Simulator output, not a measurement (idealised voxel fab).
This section sets out a process module, namely voxel gate over fins.
Xsec cut, 150 nm wide, square cell size 5 nm.
If you're reading a cross-section in this doc, picture square cells in a grid; it comes to you as bands, top ones listed first down to the bottom, and a band can be one or more rows of cells.
What a band's entry tells you: where the top is and where the bottom is, as heights in nm, and after that what lies inside, material by material from left to right, each with its width in nm. Empty space is written as the word "air", and a single material marked with the word "all across" occupies the band from edge to edge.
Height is counted from the level 0, under which the received wafer is composed throughout of one material. The lowest of the bands is not closed at the bottom but continues downward, in the notation "z 0 and below".
Top row gets the first number, bottom row gets the second, and each row in between changes by the same step: that is how a band width like "30..40" works.
A step reported as "remained the same" is a step in which no cell of the cross-section changed.
Reported under the label "Enclosed void listing" are the empty spaces having no open way to the top and comprising 8 cells or more; the notation for each is width x height at distance, in which the distance is measured from the left edge and all three values are in nm.
Formally, on a step line, whatever follows the settings is a remark that the simulator itself makes on the step.
The optional step-line setting "overlay nm" applies to steps with a mask and quantifies how far to the right of its planned location the mask lay, a negative value indicating leftward placement.
Intended process steps:
1: RECEIVE | material Si
2: CONFORMAL_DEP | material SiN | thk nm 5
3: MASKED_ETCH | tone cover | mask id FINS | width nm 15 | pitch nm 60 | etch materials SiN | depth nm 5 | overlay nm 0
4: MASKED_ETCH | tone cover | mask id FINS | width nm 15 | pitch nm 60 | etch materials Si | depth nm 40 | overlay nm 0
5: OXIDIZE | depth nm 5
6: FILL_DEP | material SiO2 | thk nm 5
7: CMP | height nm 5
8: DIRECTIONAL_DEP | material aC | thk nm 15
9: PATTERN | tone open | mask id RAIL | material resist | width nm 15 | thk nm 35 | overlay nm 0
10: DIRECTIONAL_ETCH | etch materials aC | depth nm 15
11: STRIP | etch materials resist
12: DIRECTIONAL_ETCH | etch materials SiO2 | depth nm 40
13: STRIP | etch materials aC
14: CONFORMAL_DEP | material TiN | thk nm 5
15: FILL_DEP | material W | thk nm 10
16: CMP | height nm 5
17: SELECTIVE_ETCH | etch materials W Ru TiN | depth nm 25
18: FILL_DEP | material SiO2 | thk nm 5
19: CMP | height nm 5
20: SELECTIVE_ETCH | etch materials SiO2 | depth nm 20
21: STRIP | etch materials SiN
22: CONFORMAL_DEP | material HfO2 | thk nm 5
23: CONFORMAL_DEP | material TiN | thk nm 5
24: FILL_DEP | material W | thk nm 10
25: CMP | height nm 15
26: CONFORMAL_DEP | material SiCN | thk nm 5
Incoming wafer in cross-section (state: after step 1):
> z 0 and below: Si all across
> Enclosed void listing: none
Cross-section, first of two wafers, end of module, run as planned:
> z 20 to 15: SiCN all across
> z 15 to 10: W all across
> z 10 to 5: W=30; TiN=25; W=35; TiN=25; W=35
> z 5 to 0: W=30; TiN=5; HfO2=15; TiN=5; W=35; TiN=5; HfO2=15; TiN=5; W=35
> z 0 to -5: W=30; TiN=5; HfO2=5; Si=5; HfO2=5; TiN=5; W=35; TiN=5; HfO2=5; Si=5; HfO2=5; TiN=5; W=35
> z -5 to -10: TiN=35; HfO2=5; Si=5; HfO2=5; TiN=45; HfO2=5; Si=5; HfO2=5; TiN=40
> z -10 to -15: HfO2=40; Si=5; HfO2=55; Si=5; HfO2=45
> z -15 to -20: SiO2=40; Si=5; SiO2=55; Si=5; SiO2=45
> z -20 to -30: SiO2=40; Si=5; SiO2=20; TiN=5; W=5; TiN=5; SiO2=20; Si=5; SiO2=45
> z -30 to -35: SiO2=40; Si=5; SiO2=20; TiN=15; SiO2=20; Si=5; SiO2=45
> z -35 to -45: SiO2=40; Si=5; SiO2=55; Si=5; SiO2=45
> z -45 and below: Si all across
> Enclosed void listing: none
second wafer at the end: like start, like plan, one mistake:
> z 20 to 15: SiCN all across
> z 15 to 10: W all across
> z 10 to 5: W=30; TiN=25; W=35; TiN=25; W=35
> z 5 to 0: W=30; TiN=5; HfO2=15; TiN=5; W=35; TiN=5; HfO2=15; TiN=5; W=35
> z 0 to -5: W=30; TiN=5; HfO2=5; Si=5; HfO2=5; TiN=5; W=35; TiN=5; HfO2=5; Si=5; HfO2=5; TiN=5; W=35
> z -5 to -10: TiN=25; W=5; TiN=5; HfO2=5; Si=5; HfO2=5; TiN=5; W=5; TiN=25; W=5; TiN=5; HfO2=5; Si=5; HfO2=5; TiN=5; W=5; TiN=30
> z -10 to -15: HfO2=20; TiN=15; HfO2=5; Si=5; HfO2=5; TiN=15; HfO2=15; TiN=15; HfO2=5; Si=5; HfO2=5; TiN=15; HfO2=25
> z -15 to -20: SiO2=15; HfO2=25; Si=5; HfO2=25; SiO2=5; HfO2=25; Si=5; HfO2=25; SiO2=20
> z -20 to -30: SiO2=40; Si=5; SiO2=20; TiN=5; W=5; TiN=5; SiO2=20; Si=5; SiO2=45
> z -30 to -35: SiO2=40; Si=5; SiO2=20; TiN=15; SiO2=20; Si=5; SiO2=45
> z -35 to -45: SiO2=40; Si=5; SiO2=55; Si=5; SiO2=45
> z -45 and below: Si all across
> Enclosed void listing: none
Misprocessing identified: transposition of steps 20 and 21 relative to the planned sequence
Once processing is complete, comparing cell counts shows that the second wafer has more or fewer of certain materials than the first: 8 more of HfO2 | 20 fewer of SiO2 | 8 more of TiN | 4 more of W
